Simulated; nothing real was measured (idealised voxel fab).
process module | voxel self aligned vias
cross-section cut | 255 nm wide | cells 5 nm
A cross-section is a grid of square cells, given in bands from the top down. A band is one or more rows of cells.
Each band's line starts with the height of the band's top and of its bottom, in nm. Then come its materials from left to right, each with its width in nm. One material with "throughout" fills the band from edge to edge. "air" is empty space.
Height 0 is the level under which the wafer as received is all one material. The lowest band goes on downwards, as in "0 down".
A width such as "30 to 40" changes by the same amount from each row of cells to the next, from the band's top row to its bottom row.
"no change" after a step means that no cell of the cross-section changed.
closed voids: empty space of 8 cells or more with no open way to the top, each as width x height at its distance from the left edge, in nm
after a step's settings: what the simulator itself notes on the step
overlay nm, on a step with a mask: how far to the right of its planned place the mask lay; to the left if negative
plan
1 op RECEIVE | material Si
2 op CONFORMAL_DEP | material SiO2 | thk nm 10
3 op CONFORMAL_DEP | material SiCN | thk nm 5
4 op DIRECTIONAL_DEP | material SiO2 | thk nm 20
5 op DIRECTIONAL_DEP | material aC | thk nm 15
6 op PATTERN | tone open | mask id LINES | material resist | width nm 30 | pitch nm 55 | thk nm 35 | overlay nm 0
7 op DIRECTIONAL_ETCH | etch materials aC | depth nm 15
8 op STRIP | etch materials resist
9 op DIRECTIONAL_ETCH | etch materials SiO2 | depth nm 20
10 op STRIP | etch materials aC
11 op CONFORMAL_DEP | material TiN | thk nm 5
12 op FILL_DEP | material Ru | thk nm 5
13 op CMP | height nm 35
14 op SELECTIVE_ETCH | etch materials W Ru TiN | depth nm 5
15 op FILL_DEP | material SiN | thk nm 10
16 op CMP | height nm 35
17 op DIRECTIONAL_DEP | material SiO2 | thk nm 20
18 op PATTERN | tone open | mask id VIAS | material resist | width nm 40 | pitch nm 110 | thk nm 20 | overlay nm 0
19 op DIRECTIONAL_ETCH | etch materials SiO2 | depth nm 20
20 op DIRECTIONAL_ETCH | etch materials SiN | depth nm 5
21 op STRIP | etch materials resist
22 op CONFORMAL_DEP | material TiN | thk nm 5
23 op FILL_DEP | material W | thk nm 5
24 op CMP | height nm 55
25 op CONFORMAL_DEP | material SiCN | thk nm 5
first wafer, as planned
as received, after step 1
  0 down: Si throughout
  closed voids: none
after step 2
  10 to 0: SiO2 throughout
  below 0: unchanged
after step 3
  15 to 10: SiCN throughout
  below 10: unchanged
after step 4
  35 to 15: SiO2 throughout
  below 15: unchanged
after step 5
  50 to 35: aC throughout
  below 35: unchanged
after step 6
  85 to 50: resist 55 | air 30 | resist 25 | air 30 | resist 25 | air 30 | resist 60
  below 50: unchanged
after step 7
  70 to 50: resist 55 | air 30 | resist 25 | air 30 | resist 25 | air 30 | resist 60
  50 to 35: aC 55 | air 30 | aC 25 | air 30 | aC 25 | air 30 | aC 60
  below 35: unchanged
after step 8
  50 to 35: aC 55 | air 30 | aC 25 | air 30 | aC 25 | air 30 | aC 60
  below 35: unchanged
after step 9
  50 to 35: aC 55 | air 30 | aC 25 | air 30 | aC 25 | air 30 | aC 60
  35 to 15: SiO2 55 | air 30 | SiO2 25 | air 30 | SiO2 25 | air 30 | SiO2 60
  below 15: unchanged
after step 10
  35 to 15: SiO2 55 | air 30 | SiO2 25 | air 30 | SiO2 25 | air 30 | SiO2 60
  below 15: unchanged
after step 11
  40 to 35: TiN 60 | air 20 | TiN 35 | air 20 | TiN 35 | air 20 | TiN 65
  35 to 20: SiO2 55 | TiN 5 | air 20 | TiN 5 | SiO2 25 | TiN 5 | air 20 | TiN 5 | SiO2 25 | TiN 5 | air 20 | TiN 5 | SiO2 60
  20 to 15: SiO2 55 | TiN 30 | SiO2 25 | TiN 30 | SiO2 25 | TiN 30 | SiO2 60
  below 15: unchanged
after step 12
  45 to 40: Ru throughout
  40 to 35: TiN 60 | Ru 20 | TiN 35 | Ru 20 | TiN 35 | Ru 20 | TiN 65
  35 to 20: SiO2 55 | TiN 5 | Ru 20 | TiN 5 | SiO2 25 | TiN 5 | Ru 20 | TiN 5 | SiO2 25 | TiN 5 | Ru 20 | TiN 5 | SiO2 60
  below 20: unchanged
after step 13
  35 to 20: SiO2 55 | TiN 5 | Ru 20 | TiN 5 | SiO2 25 | TiN 5 | Ru 20 | TiN 5 | SiO2 25 | TiN 5 | Ru 20 | TiN 5 | SiO2 60
  below 20: unchanged
after step 14
  35 to 30: SiO2 55 | air 30 | SiO2 25 | air 30 | SiO2 25 | air 30 | SiO2 60
  below 30: unchanged
after step 15
  45 to 35: SiN throughout
  35 to 30: SiO2 55 | SiN 30 | SiO2 25 | SiN 30 | SiO2 25 | SiN 30 | SiO2 60
  below 30: unchanged
after step 16
  35 to 30: SiO2 55 | SiN 30 | SiO2 25 | SiN 30 | SiO2 25 | SiN 30 | SiO2 60
  below 30: unchanged
after step 17
  55 to 35: SiO2 throughout
  below 35: unchanged
after step 18
  75 to 55: resist 50 | air 40 | resist 70 | air 40 | resist 55
  below 55: unchanged
after step 19
  75 to 55: resist 50 | air 40 | resist 70 | air 40 | resist 55
  55 to 35: SiO2 50 | air 40 | SiO2 70 | air 40 | SiO2 55
  below 35: unchanged
after step 20
  75 to 55: resist 50 | air 40 | resist 70 | air 40 | resist 55
  55 to 35: SiO2 50 | air 40 | SiO2 70 | air 40 | SiO2 55
  35 to 30: SiO2 55 | air 30 | SiO2 25 | SiN 30 | SiO2 25 | air 30 | SiO2 60
  below 30: unchanged
after step 21
  55 to 35: SiO2 50 | air 40 | SiO2 70 | air 40 | SiO2 55
  below 35: unchanged
after step 22
  60 to 55: TiN 55 | air 30 | TiN 80 | air 30 | TiN 60
  55 to 40: SiO2 50 | TiN 5 | air 30 | TiN 5 | SiO2 70 | TiN 5 | air 30 | TiN 5 | SiO2 55
  40 to 35: SiO2 50 | TiN 10 | air 20 | TiN 10 | SiO2 70 | TiN 10 | air 20 | TiN 10 | SiO2 55
  35 to 30: SiO2 55 | TiN 30 | SiO2 25 | SiN 30 | SiO2 25 | TiN 30 | SiO2 60
  below 30: unchanged
after step 23
  65 to 60: W throughout
  60 to 55: TiN 55 | W 30 | TiN 80 | W 30 | TiN 60
  55 to 40: SiO2 50 | TiN 5 | W 30 | TiN 5 | SiO2 70 | TiN 5 | W 30 | TiN 5 | SiO2 55
  40 to 35: SiO2 50 | TiN 10 | W 20 | TiN 10 | SiO2 70 | TiN 10 | W 20 | TiN 10 | SiO2 55
  below 35: unchanged
after step 24
  55 to 40: SiO2 50 | TiN 5 | W 30 | TiN 5 | SiO2 70 | TiN 5 | W 30 | TiN 5 | SiO2 55
  below 40: unchanged
after step 25
  60 to 55: SiCN throughout
  below 55: unchanged
second wafer: like start, like plan, one mistake. Through step 1 it matches the first wafer
when step 2 should have ended: no change
when step 3 should have ended
  5 to 0: SiCN throughout
  below 0: unchanged
when step 4 should have ended
  25 to 5: SiO2 throughout
  below 5: unchanged
when step 5 should have ended
  40 to 25: aC throughout
  below 25: unchanged
when step 6 should have ended
  75 to 40: resist 55 | air 30 | resist 25 | air 30 | resist 25 | air 30 | resist 60
  below 40: unchanged
when step 7 should have ended
  60 to 40: resist 55 | air 30 | resist 25 | air 30 | resist 25 | air 30 | resist 60
  40 to 25: aC 55 | air 30 | aC 25 | air 30 | aC 25 | air 30 | aC 60
  below 25: unchanged
when step 8 should have ended
  40 to 25: aC 55 | air 30 | aC 25 | air 30 | aC 25 | air 30 | aC 60
  below 25: unchanged
when step 9 should have ended
  40 to 25: aC 55 | air 30 | aC 25 | air 30 | aC 25 | air 30 | aC 60
  25 to 5: SiO2 55 | air 30 | SiO2 25 | air 30 | SiO2 25 | air 30 | SiO2 60
  below 5: unchanged
when step 10 should have ended
  25 to 5: SiO2 55 | air 30 | SiO2 25 | air 30 | SiO2 25 | air 30 | SiO2 60
  below 5: unchanged
when step 11 should have ended
  30 to 25: TiN 60 | air 20 | TiN 35 | air 20 | TiN 35 | air 20 | TiN 65
  25 to 10: SiO2 55 | TiN 5 | air 20 | TiN 5 | SiO2 25 | TiN 5 | air 20 | TiN 5 | SiO2 25 | TiN 5 | air 20 | TiN 5 | SiO2 60
  10 to 5: SiO2 55 | TiN 30 | SiO2 25 | TiN 30 | SiO2 25 | TiN 30 | SiO2 60
  below 5: unchanged
when step 12 should have ended
  35 to 30: Ru throughout
  30 to 25: TiN 60 | Ru 20 | TiN 35 | Ru 20 | TiN 35 | Ru 20 | TiN 65
  25 to 10: SiO2 55 | TiN 5 | Ru 20 | TiN 5 | SiO2 25 | TiN 5 | Ru 20 | TiN 5 | SiO2 25 | TiN 5 | Ru 20 | TiN 5 | SiO2 60
  below 10: unchanged
when step 13 should have ended: no change
when step 14 should have ended
  30 to 25: TiN 60 | Ru 20 | TiN 35 | Ru 20 | TiN 35 | Ru 20 | TiN 65
  below 25: unchanged
when step 15 should have ended
  40 to 30: SiN throughout
  below 30: unchanged
when step 16 should have ended
  35 to 30: SiN throughout
  below 30: unchanged
when step 17 should have ended
  55 to 35: SiO2 throughout
  below 35: unchanged
when step 18 should have ended
  75 to 55: resist 50 | air 40 | resist 70 | air 40 | resist 55
  below 55: unchanged
when step 19 should have ended
  75 to 55: resist 50 | air 40 | resist 70 | air 40 | resist 55
  55 to 35: SiO2 50 | air 40 | SiO2 70 | air 40 | SiO2 55
  below 35: unchanged
when step 20 should have ended
  75 to 55: resist 50 | air 40 | resist 70 | air 40 | resist 55
  55 to 35: SiO2 50 | air 40 | SiO2 70 | air 40 | SiO2 55
  35 to 30: SiN 50 | air 40 | SiN 70 | air 40 | SiN 55
  below 30: unchanged
when step 21 should have ended
  55 to 35: SiO2 50 | air 40 | SiO2 70 | air 40 | SiO2 55
  below 35: unchanged
when step 22 should have ended
  60 to 55: TiN 55 | air 30 | TiN 80 | air 30 | TiN 60
  55 to 35: SiO2 50 | TiN 5 | air 30 | TiN 5 | SiO2 70 | TiN 5 | air 30 | TiN 5 | SiO2 55
  35 to 30: SiN 50 | TiN 40 | SiN 70 | TiN 40 | SiN 55
  below 30: unchanged
when step 23 should have ended
  65 to 60: W throughout
  60 to 55: TiN 55 | W 30 | TiN 80 | W 30 | TiN 60
  55 to 35: SiO2 50 | TiN 5 | W 30 | TiN 5 | SiO2 70 | TiN 5 | W 30 | TiN 5 | SiO2 55
  below 35: unchanged
when step 24 should have ended
  55 to 35: SiO2 50 | TiN 5 | W 30 | TiN 5 | SiO2 70 | TiN 5 | W 30 | TiN 5 | SiO2 55
  below 35: unchanged
when step 25 should have ended
  60 to 55: SiCN throughout
  below 55: unchanged
what went wrong: step 2 was left out
at the end the second wafer has, in cells: 24 more of Ru | 29 more of SiN | 102 fewer of SiO2 | 45 more of TiN | 4 more of W
